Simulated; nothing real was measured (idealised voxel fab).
This is a process module. Its name is voxel wiring stack.
The cross-section on display is named cut; it measures 205 nm wide, and its cells are 5 nm squares.
Think of the cross-section as a grid of square cells. We describe it in bands, top to bottom, and each band covers one or more rows of those cells.
For a band, the entry starts with two heights in nm, that of the top and then that of the bottom, and carries on with the band's materials in order from left to right, each alongside its width in nm; the word "full width" beside a single material means it fills the band edge to edge, and "empty" means empty space.
Ref level 0: as-received wafer is one material below here. Bottom band extends down with no lower bound ("0 -> down").
The notation "30..40" denotes a width that varies across the rows of cells in the band, beginning at the first number in the top row, finishing at the second number in the bottom row, and changing by an identical amount from each row to the next.
For the purposes of this document, the phrase "same as before" attached to a step denotes that no cell within the cross-section was modified by that step.
Closed void table: empty space of 8 cells or more with no open way to the top, each as width x height at its distance from the left edge, in nm
Anything after a step's settings on that line? It's the simulator's own note about the step.
overlay nm: mask right of planned place by this much (step with mask). Neg. = left.
[Process steps foreseen in the plan]
1: RECEIVE | material Si
2: CONFORMAL_DEP | material SiO2 | thk nm 10
3: DIRECTIONAL_DEP | material TiN | thk nm 5
4: DIRECTIONAL_DEP | material Ru | thk nm 15
5: DIRECTIONAL_DEP | material aC | thk nm 15
6: PATTERN | tone cover | mask id METAL_1 | material resist | width nm 30 | pitch nm 60 | thk nm 35 | overlay nm 0
7: DIRECTIONAL_ETCH | etch materials aC | depth nm 15
8: STRIP | etch materials resist
9: DIRECTIONAL_ETCH | etch materials Ru | depth nm 15
10: DIRECTIONAL_ETCH | etch materials TiN | depth nm 5
11: STRIP | etch materials aC
12: FILL_DEP | material lowk | thk nm 5
13: CMP | height nm 30
14: CONFORMAL_DEP | material SiCN | thk nm 5
15: DIRECTIONAL_DEP | material lowk | thk nm 25
16: PATTERN | tone open | mask id METAL_2 | material resist | width nm 30 | pitch nm 60 | thk nm 20 | overlay nm 0
17: DIRECTIONAL_ETCH | etch materials lowk | depth nm 15
18: STRIP | etch materials resist
19: PATTERN | tone open | mask id METAL_2_HOLES | material resist | width nm 15 | pitch nm 60 | thk nm 20 | overlay nm 0
20: DIRECTIONAL_ETCH | etch materials lowk | depth nm 10
21: DIRECTIONAL_ETCH | etch materials SiCN | depth nm 5
22: STRIP | etch materials resist
23: CONFORMAL_DEP | material TiN | thk nm 5
24: FILL_DEP | material Ru | thk nm 5
25: CMP | height nm 60
26: CONFORMAL_DEP | material SiCN | thk nm 5
27: DIRECTIONAL_DEP | material SiO2 | thk nm 10
28: PATTERN | tone open | mask id PLUG_2 | material resist | width nm 15 | pitch nm 60 | thk nm 20 | overlay nm 0
29: DIRECTIONAL_ETCH | etch materials SiO2 | depth nm 10
30: DIRECTIONAL_ETCH | etch materials SiCN | depth nm 5
31: STRIP | etch materials resist
32: CONFORMAL_DEP | material TiN | thk nm 5
33: FILL_DEP | material W | thk nm 5
34: CMP | height nm 75
35: CONFORMAL_DEP | material SiN | thk nm 5
36: DIRECTIONAL_DEP | material lowk | thk nm 20
37: DIRECTIONAL_DEP | material aC | thk nm 15
38: PATTERN | tone open | mask id METAL_3 | material resist | width nm 30 | pitch nm 60 | thk nm 30 | overlay nm 0
39: DIRECTIONAL_ETCH | etch materials aC | depth nm 15
40: STRIP | etch materials resist
41: DIRECTIONAL_ETCH | etch materials lowk | depth nm 20
42: DIRECTIONAL_ETCH | etch materials SiN | depth nm 5
43: STRIP | etch materials aC
44: CONFORMAL_DEP | material TiN | thk nm 5
45: FILL_DEP | material Ru | thk nm 5
46: CMP | height nm 100
47: CONFORMAL_DEP | material SiN | thk nm 5
[First of two wafers: run as planned]
[Shown in cross-section is the wafer as received, that is, as it stands after step 1]
0 -> down: Si full width
Closed void table: none
[Cross-sectional representation of the wafer at the conclusion of step 2]
10 -> 0: SiO2 full width
below 0: unchanged
[Cross-sectional representation of the wafer at the conclusion of step 3]
15 -> 10: TiN full width
below 10: unchanged
[Cross-sectional representation of the wafer at the conclusion of step 4]
30 -> 15: Ru full width
below 15: unchanged
[Cross-sectional representation of the wafer at the conclusion of step 5]
45 -> 30: aC full width
below 30: unchanged
[Cross-sectional representation of the wafer at the conclusion of step 6]
80 -> 45: empty=55 / resist=30 / empty=30 / resist=30 / empty=60
below 45: unchanged
[Cross-sectional representation of the wafer at the conclusion of step 7]
65 -> 45: empty=55 / resist=30 / empty=30 / resist=30 / empty=60
45 -> 30: empty=55 / aC=30 / empty=30 / aC=30 / empty=60
below 30: unchanged
[Cross-sectional representation of the wafer at the conclusion of step 8]
45 -> 30: empty=55 / aC=30 / empty=30 / aC=30 / empty=60
below 30: unchanged
[Cross-sectional representation of the wafer at the conclusion of step 9]
45 -> 30: empty=55 / aC=30 / empty=30 / aC=30 / empty=60
30 -> 15: empty=55 / Ru=30 / empty=30 / Ru=30 / empty=60
below 15: unchanged
[Cross-sectional representation of the wafer at the conclusion of step 10]
45 -> 30: empty=55 / aC=30 / empty=30 / aC=30 / empty=60
30 -> 15: empty=55 / Ru=30 / empty=30 / Ru=30 / empty=60
15 -> 10: empty=55 / TiN=30 / empty=30 / TiN=30 / empty=60
below 10: unchanged
[Cross-sectional representation of the wafer at the conclusion of step 11]
30 -> 15: empty=55 / Ru=30 / empty=30 / Ru=30 / empty=60
below 15: unchanged
[Cross-sectional representation of the wafer at the conclusion of step 12]
35 -> 30: lowk full width
30 -> 15: lowk=55 / Ru=30 / lowk=30 / Ru=30 / lowk=60
15 -> 10: lowk=55 / TiN=30 / lowk=30 / TiN=30 / lowk=60
below 10: unchanged
[Cross-sectional representation of the wafer at the conclusion of step 13]
30 -> 15: lowk=55 / Ru=30 / lowk=30 / Ru=30 / lowk=60
below 15: unchanged
[Cross-sectional representation of the wafer at the conclusion of step 14]
35 -> 30: SiCN full width
below 30: unchanged
[Cross-sectional representation of the wafer at the conclusion of step 15]
60 -> 35: lowk full width
below 35: unchanged
[Cross-sectional representation of the wafer at the conclusion of step 16]
80 -> 60: resist=55 / empty=30 / resist=30 / empty=30 / resist=60
below 60: unchanged
[Cross-sectional representation of the wafer at the conclusion of step 17]
80 -> 60: resist=55 / empty=30 / resist=30 / empty=30 / resist=60
60 -> 45: lowk=55 / empty=30 / lowk=30 / empty=30 / lowk=60
below 45: unchanged
[Cross-sectional representation of the wafer at the conclusion of step 18]
60 -> 45: lowk=55 / empty=30 / lowk=30 / empty=30 / lowk=60
below 45: unchanged
[Cross-sectional representation of the wafer at the conclusion of step 19]
80 -> 60: resist=55 / empty=15 / resist=45 / empty=15 / resist=75
60 -> 45: lowk=55 / empty=15 / resist=15 / lowk=30 / empty=15 / resist=15 / lowk=60
below 45: unchanged
[Cross-sectional representation of the wafer at the conclusion of step 20]
80 -> 60: resist=55 / empty=15 / resist=45 / empty=15 / resist=75
60 -> 45: lowk=55 / empty=15 / resist=15 / lowk=30 / empty=15 / resist=15 / lowk=60
45 -> 35: lowk=55 / empty=15 / lowk=45 / empty=15 / lowk=75
below 35: unchanged
[Cross-sectional representation of the wafer at the conclusion of step 21]
80 -> 60: resist=55 / empty=15 / resist=45 / empty=15 / resist=75
60 -> 45: lowk=55 / empty=15 / resist=15 / lowk=30 / empty=15 / resist=15 / lowk=60
45 -> 35: lowk=55 / empty=15 / lowk=45 / empty=15 / lowk=75
35 -> 30: SiCN=55 / empty=15 / SiCN=45 / empty=15 / SiCN=75
below 30: unchanged
[Cross-sectional representation of the wafer at the conclusion of step 22]
60 -> 45: lowk=55 / empty=30 / lowk=30 / empty=30 / lowk=60
below 45: unchanged
[Cross-sectional representation of the wafer at the conclusion of step 23]
65 -> 60: TiN=60 / empty=20 / TiN=40 / empty=20 / TiN=65
60 -> 50: lowk=55 / TiN=5 / empty=20 / TiN=5 / lowk=30 / TiN=5 / empty=20 / TiN=5 / lowk=60
50 -> 45: lowk=55 / TiN=5 / empty=5 / TiN=20 / lowk=30 / TiN=5 / empty=5 / TiN=20 / lowk=60
45 -> 35: lowk=55 / TiN=5 / empty=5 / TiN=5 / lowk=45 / TiN=5 / empty=5 / TiN=5 / lowk=75
35 -> 30: SiCN=55 / TiN=15 / SiCN=45 / TiN=15 / SiCN=75
below 30: unchanged
[Cross-sectional representation of the wafer at the conclusion of step 24]
70 -> 65: Ru full width
65 -> 60: TiN=60 / Ru=20 / TiN=40 / Ru=20 / TiN=65
60 -> 50: lowk=55 / TiN=5 / Ru=20 / TiN=5 / lowk=30 / TiN=5 / Ru=20 / TiN=5 / lowk=60
50 -> 45: lowk=55 / TiN=5 / Ru=5 / TiN=20 / lowk=30 / TiN=5 / Ru=5 / TiN=20 / lowk=60
45 -> 35: lowk=55 / TiN=5 / Ru=5 / TiN=5 / lowk=45 / TiN=5 / Ru=5 / TiN=5 / lowk=75
below 35: unchanged
[Cross-sectional representation of the wafer at the conclusion of step 25]
60 -> 50: lowk=55 / TiN=5 / Ru=20 / TiN=5 / lowk=30 / TiN=5 / Ru=20 / TiN=5 / lowk=60
below 50: unchanged
[Cross-sectional representation of the wafer at the conclusion of step 26]
65 -> 60: SiCN full width
below 60: unchanged
[Cross-sectional representation of the wafer at the conclusion of step 27]
75 -> 65: SiO2 full width
below 65: unchanged
[Cross-sectional representation of the wafer at the conclusion of step 28]
95 -> 75: resist=55 / empty=15 / resist=45 / empty=15 / resist=75
below 75: unchanged
[Cross-sectional representation of the wafer at the conclusion of step 29]
95 -> 75: resist=55 / empty=15 / resist=45 / empty=15 / resist=75
75 -> 65: SiO2=55 / empty=15 / SiO2=45 / empty=15 / SiO2=75
below 65: unchanged
[Cross-sectional representation of the wafer at the conclusion of step 30]
95 -> 75: resist=55 / empty=15 / resist=45 / empty=15 / resist=75
75 -> 65: SiO2=55 / empty=15 / SiO2=45 / empty=15 / SiO2=75
65 -> 60: SiCN=55 / empty=15 / SiCN=45 / empty=15 / SiCN=75
below 60: unchanged
[Cross-sectional representation of the wafer at the conclusion of step 31]
75 -> 65: SiO2=55 / empty=15 / SiO2=45 / empty=15 / SiO2=75
below 65: unchanged
[Cross-sectional representation of the wafer at the conclusion of step 32]
80 -> 75: TiN=60 / empty=5 / TiN=55 / empty=5 / TiN=80
75 -> 65: SiO2=55 / TiN=5 / empty=5 / TiN=5 / SiO2=45 / TiN=5 / empty=5 / TiN=5 / SiO2=75
65 -> 60: SiCN=55 / TiN=15 / SiCN=45 / TiN=15 / SiCN=75
below 60: unchanged
[Cross-sectional representation of the wafer at the conclusion of step 33]
85 -> 80: W full width
80 -> 75: TiN=60 / W=5 / TiN=55 / W=5 / TiN=80
75 -> 65: SiO2=55 / TiN=5 / W=5 / TiN=5 / SiO2=45 / TiN=5 / W=5 / TiN=5 / SiO2=75
below 65: unchanged
[Cross-sectional representation of the wafer at the conclusion of step 34]
75 -> 65: SiO2=55 / TiN=5 / W=5 / TiN=5 / SiO2=45 / TiN=5 / W=5 / TiN=5 / SiO2=75
below 65: unchanged
[Cross-sectional representation of the wafer at the conclusion of step 35]
80 -> 75: SiN full width
below 75: unchanged
[Cross-sectional representation of the wafer at the conclusion of step 36]
100 -> 80: lowk full width
below 80: unchanged
[Cross-sectional representation of the wafer at the conclusion of step 37]
115 -> 100: aC full width
below 100: unchanged
[Cross-sectional representation of the wafer at the conclusion of step 38]
145 -> 115: resist=55 / empty=30 / resist=30 / empty=30 / resist=60
below 115: unchanged
[Cross-sectional representation of the wafer at the conclusion of step 39]
130 -> 115: resist=55 / empty=30 / resist=30 / empty=30 / resist=60
115 -> 100: aC=55 / empty=30 / aC=30 / empty=30 / aC=60
below 100: unchanged
[Cross-sectional representation of the wafer at the conclusion of step 40]
115 -> 100: aC=55 / empty=30 / aC=30 / empty=30 / aC=60
below 100: unchanged
[Cross-sectional representation of the wafer at the conclusion of step 41]
115 -> 100: aC=55 / empty=30 / aC=30 / empty=30 / aC=60
100 -> 80: lowk=55 / empty=30 / lowk=30 / empty=30 / lowk=60
below 80: unchanged
[Cross-sectional representation of the wafer at the conclusion of step 42]
115 -> 100: aC=55 / empty=30 / aC=30 / empty=30 / aC=60
100 -> 80: lowk=55 / empty=30 / lowk=30 / empty=30 / lowk=60
80 -> 75: SiN=55 / empty=30 / SiN=30 / empty=30 / SiN=60
below 75: unchanged
[Cross-sectional representation of the wafer at the conclusion of step 43]
100 -> 80: lowk=55 / empty=30 / lowk=30 / empty=30 / lowk=60
below 80: unchanged
[Cross-sectional representation of the wafer at the conclusion of step 44]
105 -> 100: TiN=60 / empty=20 / TiN=40 / empty=20 / TiN=65
100 -> 80: lowk=55 / TiN=5 / empty=20 / TiN=5 / lowk=30 / TiN=5 / empty=20 / TiN=5 / lowk=60
80 -> 75: SiN=55 / TiN=30 / SiN=30 / TiN=30 / SiN=60
below 75: unchanged
[Cross-sectional representation of the wafer at the conclusion of step 45]
110 -> 105: Ru full width
105 -> 100: TiN=60 / Ru=20 / TiN=40 / Ru=20 / TiN=65
100 -> 80: lowk=55 / TiN=5 / Ru=20 / TiN=5 / lowk=30 / TiN=5 / Ru=20 / TiN=5 / lowk=60
below 80: unchanged
[Cross-sectional representation of the wafer at the conclusion of step 46]
100 -> 80: lowk=55 / TiN=5 / Ru=20 / TiN=5 / lowk=30 / TiN=5 / Ru=20 / TiN=5 / lowk=60
below 80: unchanged
[Cross-sectional representation of the wafer at the conclusion of step 47]
105 -> 100: SiN full width
below 100: unchanged
[Okay, second wafer. Nothing different at the start, nothing different in the plan, just one mistake somewhere in the running. As far as step 14, counting that step, it's the first wafer all over again]
[Cross-section of the second wafer corresponding to the planned conclusion of step 15]
85 -> 35: lowk full width
below 35: unchanged
[Cross-section of the second wafer corresponding to the planned conclusion of step 16]
105 -> 85: resist=55 / empty=30 / resist=30 / empty=30 / resist=60
below 85: unchanged
[Cross-section of the second wafer corresponding to the planned conclusion of step 17]
105 -> 85: resist=55 / empty=30 / resist=30 / empty=30 / resist=60
85 -> 70: lowk=55 / empty=30 / lowk=30 / empty=30 / lowk=60
below 70: unchanged
[Cross-section of the second wafer corresponding to the planned conclusion of step 18]
85 -> 70: lowk=55 / empty=30 / lowk=30 / empty=30 / lowk=60
below 70: unchanged
[Cross-section of the second wafer corresponding to the planned conclusion of step 19]
105 -> 85: resist=55 / empty=15 / resist=45 / empty=15 / resist=75
85 -> 70: lowk=55 / empty=15 / resist=15 / lowk=30 / empty=15 / resist=15 / lowk=60
below 70: unchanged
[Cross-section of the second wafer corresponding to the planned conclusion of step 20]
105 -> 85: resist=55 / empty=15 / resist=45 / empty=15 / resist=75
85 -> 70: lowk=55 / empty=15 / resist=15 / lowk=30 / empty=15 / resist=15 / lowk=60
70 -> 60: lowk=55 / empty=15 / lowk=45 / empty=15 / lowk=75
below 60: unchanged
Cross-section of the second wafer corresponding to the planned conclusion of step 21: same as before
[Cross-section of the second wafer corresponding to the planned conclusion of step 22]
85 -> 70: lowk=55 / empty=30 / lowk=30 / empty=30 / lowk=60
below 70: unchanged
[Cross-section of the second wafer corresponding to the planned conclusion of step 23]
90 -> 85: TiN=60 / empty=20 / TiN=40 / empty=20 / TiN=65
85 -> 75: lowk=55 / TiN=5 / empty=20 / TiN=5 / lowk=30 / TiN=5 / empty=20 / TiN=5 / lowk=60
75 -> 65: lowk=55 / TiN=5 / empty=5 / TiN=20..5 / lowk=30..45 / TiN=5 / empty=5 / TiN=20..5 / lowk=60..75
65 -> 60: lowk=55 / TiN=15 / lowk=45 / TiN=15 / lowk=75
below 60: unchanged
[Cross-section of the second wafer corresponding to the planned conclusion of step 24]
95 -> 90: Ru full width
90 -> 85: TiN=60 / Ru=20 / TiN=40 / Ru=20 / TiN=65
85 -> 75: lowk=55 / TiN=5 / Ru=20 / TiN=5 / lowk=30 / TiN=5 / Ru=20 / TiN=5 / lowk=60
75 -> 65: lowk=55 / TiN=5 / Ru=5 / TiN=20..5 / lowk=30..45 / TiN=5 / Ru=5 / TiN=20..5 / lowk=60..75
below 65: unchanged
[Cross-section of the second wafer corresponding to the planned conclusion of step 25]
60 -> 35: lowk full width
below 35: unchanged
[Cross-section of the second wafer corresponding to the planned conclusion of step 26]
65 -> 60: SiCN full width
below 60: unchanged
[Cross-section of the second wafer corresponding to the planned conclusion of step 27]
75 -> 65: SiO2 full width
below 65: unchanged
[Cross-section of the second wafer corresponding to the planned conclusion of step 28]
95 -> 75: resist=55 / empty=15 / resist=45 / empty=15 / resist=75
below 75: unchanged
[Cross-section of the second wafer corresponding to the planned conclusion of step 29]
95 -> 75: resist=55 / empty=15 / resist=45 / empty=15 / resist=75
75 -> 65: SiO2=55 / empty=15 / SiO2=45 / empty=15 / SiO2=75
below 65: unchanged
[Cross-section of the second wafer corresponding to the planned conclusion of step 30]
95 -> 75: resist=55 / empty=15 / resist=45 / empty=15 / resist=75
75 -> 65: SiO2=55 / empty=15 / SiO2=45 / empty=15 / SiO2=75
65 -> 60: SiCN=55 / empty=15 / SiCN=45 / empty=15 / SiCN=75
below 60: unchanged
[Cross-section of the second wafer corresponding to the planned conclusion of step 31]
75 -> 65: SiO2=55 / empty=15 / SiO2=45 / empty=15 / SiO2=75
below 65: unchanged
[Cross-section of the second wafer corresponding to the planned conclusion of step 32]
80 -> 75: TiN=60 / empty=5 / TiN=55 / empty=5 / TiN=80
75 -> 65: SiO2=55 / TiN=5 / empty=5 / TiN=5 / SiO2=45 / TiN=5 / empty=5 / TiN=5 / SiO2=75
65 -> 60: SiCN=55 / TiN=15 / SiCN=45 / TiN=15 / SiCN=75
below 60: unchanged
[Cross-section of the second wafer corresponding to the planned conclusion of step 33]
85 -> 80: W full width
80 -> 75: TiN=60 / W=5 / TiN=55 / W=5 / TiN=80
75 -> 65: SiO2=55 / TiN=5 / W=5 / TiN=5 / SiO2=45 / TiN=5 / W=5 / TiN=5 / SiO2=75
below 65: unchanged
[Cross-section of the second wafer corresponding to the planned conclusion of step 34]
75 -> 65: SiO2=55 / TiN=5 / W=5 / TiN=5 / SiO2=45 / TiN=5 / W=5 / TiN=5 / SiO2=75
below 65: unchanged
[Cross-section of the second wafer corresponding to the planned conclusion of step 35]
80 -> 75: SiN full width
below 75: unchanged
[Cross-section of the second wafer corresponding to the planned conclusion of step 36]
100 -> 80: lowk full width
below 80: unchanged
[Cross-section of the second wafer corresponding to the planned conclusion of step 37]
115 -> 100: aC full width
below 100: unchanged
[Cross-section of the second wafer corresponding to the planned conclusion of step 38]
145 -> 115: resist=55 / empty=30 / resist=30 / empty=30 / resist=60
below 115: unchanged
[Cross-section of the second wafer corresponding to the planned conclusion of step 39]
130 -> 115: resist=55 / empty=30 / resist=30 / empty=30 / resist=60
115 -> 100: aC=55 / empty=30 / aC=30 / empty=30 / aC=60
below 100: unchanged
[Cross-section of the second wafer corresponding to the planned conclusion of step 40]
115 -> 100: aC=55 / empty=30 / aC=30 / empty=30 / aC=60
below 100: unchanged
[Cross-section of the second wafer corresponding to the planned conclusion of step 41]
115 -> 100: aC=55 / empty=30 / aC=30 / empty=30 / aC=60
100 -> 80: lowk=55 / empty=30 / lowk=30 / empty=30 / lowk=60
below 80: unchanged
[Cross-section of the second wafer corresponding to the planned conclusion of step 42]
115 -> 100: aC=55 / empty=30 / aC=30 / empty=30 / aC=60
100 -> 80: lowk=55 / empty=30 / lowk=30 / empty=30 / lowk=60
80 -> 75: SiN=55 / empty=30 / SiN=30 / empty=30 / SiN=60
below 75: unchanged
[Cross-section of the second wafer corresponding to the planned conclusion of step 43]
100 -> 80: lowk=55 / empty=30 / lowk=30 / empty=30 / lowk=60
below 80: unchanged
[Cross-section of the second wafer corresponding to the planned conclusion of step 44]
105 -> 100: TiN=60 / empty=20 / TiN=40 / empty=20 / TiN=65
100 -> 80: lowk=55 / TiN=5 / empty=20 / TiN=5 / lowk=30 / TiN=5 / empty=20 / TiN=5 / lowk=60
80 -> 75: SiN=55 / TiN=30 / SiN=30 / TiN=30 / SiN=60
below 75: unchanged
[Cross-section of the second wafer corresponding to the planned conclusion of step 45]
110 -> 105: Ru full width
105 -> 100: TiN=60 / Ru=20 / TiN=40 / Ru=20 / TiN=65
100 -> 80: lowk=55 / TiN=5 / Ru=20 / TiN=5 / lowk=30 / TiN=5 / Ru=20 / TiN=5 / lowk=60
below 80: unchanged
[Cross-section of the second wafer corresponding to the planned conclusion of step 46]
100 -> 80: lowk=55 / TiN=5 / Ru=20 / TiN=5 / lowk=30 / TiN=5 / Ru=20 / TiN=5 / lowk=60
below 80: unchanged
[Cross-section of the second wafer corresponding to the planned conclusion of step 47]
105 -> 100: SiN full width
below 100: unchanged
Plan not followed: twice over, step 15 of the plan was run
Once processing is complete, comparing cell counts shows that the second wafer has more or fewer of certain materials than the first: -22 Ru | +6 SiCN | -32 TiN | +48 lowk
